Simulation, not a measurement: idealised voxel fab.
The following is a process module called voxel ribs on slabs.
Each square cell in cross-section cut measures 5 nm, and the section as a whole is 280 nm wide.
Throughout this document, each cross-section is represented as a grid of square cells and is presented as a sequence of bands enumerated from the top downward, where a band comprises one or more rows of cells.
Band entry format. Leading values: height of top, height of bottom, nm. Remainder: materials in left-to-right order, each with its width in nm. Special words: "all across" on a single material, which then fills the band edge to edge; "blank", empty space.
Heights are measured from 0, the level below which the as-received wafer is all one material; the lowest band has no bottom and continues downward, written as in "z 0 and below".
Think of "30..40" as a width that walks from the first number to the second as you go down the band, top row to bottom row, taking equal-sized steps from row to row.
Take "remained unchanged" at face value: in the step it is given for, the cross-section changed in none of its cells.
Entry "Internal closed voids". Content: empty spaces with no open connection to the top, size 8 cells or greater. Each: width x height at distance. Distance: from left edge. Unit: nm.
On a step's line, text after the settings is the simulator commenting on that step.
"overlay nm" answers the question of how far to the right of plan the mask lay on a step that has a mask, and when it is negative the answer is to the left.

## The planned process steps are enumerated hereunder
| 1 | op RECEIVE | material Si |
| 2 | op DIRECTIONAL_DEP | material SiO2 | thk nm 25 |
| 3 | op DIRECTIONAL_DEP | material SiN | thk nm 25 |
| 4 | op MASKED_ETCH | tone cover | mask id RIB | width nm 15 | etch materials SiN | depth nm 15 | overlay nm 0 |
| 5 | op PATTERN | tone cover | mask id SLAB | material resist | width nm 55 | thk nm 20 | overlay nm 0 |
| 6 | op DIRECTIONAL_ETCH | etch materials SiN | depth nm 10 |
| 7 | op STRIP | etch materials resist |
| 8 | op FILL_DEP | material SiO2 | thk nm 20 |
| 9 | op CMP | height nm 65 |
| 10 | op DIRECTIONAL_DEP | material TiN | thk nm 10 |
| 11 | op DIRECTIONAL_DEP | material aC | thk nm 15 |
| 12 | op PATTERN | tone cover | mask id HEATER | material resist | width nm 25 | thk nm 35 | overlay nm 0 |
| 13 | op DIRECTIONAL_ETCH | etch materials aC | depth nm 15 |
| 14 | op STRIP | etch materials resist |
| 15 | op DIRECTIONAL_ETCH | etch materials TiN | depth nm 10 |
| 16 | op STRIP | etch materials aC |
| 17 | op CONFORMAL_DEP | material SiN | thk nm 5 |
For clarity, it should be stated that the wafers under discussion commence in an identical condition and differ with respect to the thk nm of step 17, the plan indicating the value that the first wafer had.

## Incoming state of the first of several wafers in cross-section: after step 1
	z 0 and below | Si all across
	Internal closed voids: none

## Below is a per-wafer table. In it, each row describes the wafer at the end of the module by giving, for each material, the number of cells gained (+) or lost (-) since the wafer was received, and after that the closed voids of the wafer
thk nm 5, +91 SiN, +697 SiO2, +10 TiN, Internal closed voids: none
thk nm 10, +151 SiN, +697 SiO2, +10 TiN, Internal closed voids: none
thk nm 15, +211 SiN, +697 SiO2, +10 TiN, Internal closed voids: none
thk nm 20, +271 SiN, +697 SiO2, +10 TiN, Internal closed voids: none
thk nm 25, +331 SiN, +697 SiO2, +10 TiN, Internal closed voids: none
